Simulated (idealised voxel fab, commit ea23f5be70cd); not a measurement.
This is a process module. Its name is voxel fin reveal.
The cross-section on display is named cut; it measures 220 nm wide, and its cells are 5 nm squares.
A cross-section is written here as square cells arranged in a grid, and it is given in bands from the top down, each band taking up one or more rows of cells. First you get the band's top height and its bottom height, in nm, and then the materials it's made of, left to right, with each width in nm. If you see a single material with "all across", that one covers the band edge to edge. "empty" is empty space. Heads up on the height convention: 0 is the point under which the incoming wafer is all one material, and the lowest band has no bottom, it just keeps going down, like "0 and below". With a width like "30..40", each row of cells in the band differs from the next by the same amount, the top row carrying the first number and the bottom row the second. "stayed the same" after a step means that no cell of the cross-section changed. "Closed cavities": empty spaces of 8 cells or more with no open way to the top, each given as width x height at distance, distance from the left edge, all in nm. after a step's settings: what the simulator itself notes on the step. "overlay nm" denotes, for a step that has a mask, the displacement of the mask to the right of its planned place, with negative values corresponding to the left.
Set out below are the planned steps of the process:
1 RECEIVE (material Si)
2 CONFORMAL_DEP (material SiN; thk nm 10)
3 PATTERN (tone cover; mask id FINS; material resist; width nm 15; pitch nm 35; thk nm 20; overlay nm 0)
4 DIRECTIONAL_ETCH (etch materials SiN; depth nm 10)
5 DIRECTIONAL_ETCH (etch materials Si; depth nm 30)
6 STRIP (etch materials resist)
7 FILL_DEP (material SiO2; thk nm 15)
8 CMP (height nm 10)
9 SELECTIVE_ETCH (etch materials SiO2; depth nm 25)
10 STRIP (etch materials SiN)
Cross-section: wafer on arrival = after step 1:
  0 and below | Si all across
  Closed cavities: none
The following cross-section depicts the wafer upon conclusion of the module. Processing commenced from the starting condition illustrated above and adhered to the plan illustrated above, save for one mistake in execution:
  10 down to 0 | 85 of empty | 15 of SiN | 20 of empty | 15 of SiN | 85 of empty
  0 down to -30 | 85 of empty | 15 of Si | 20 of empty | 15 of Si | 85 of empty
  -30 and below | Si all across
  Closed cavities: none
In executing the process, a mistake was made relative to the plan: step 10: run off-plan, actual operation and settings STRIP (etch materials SiO2)
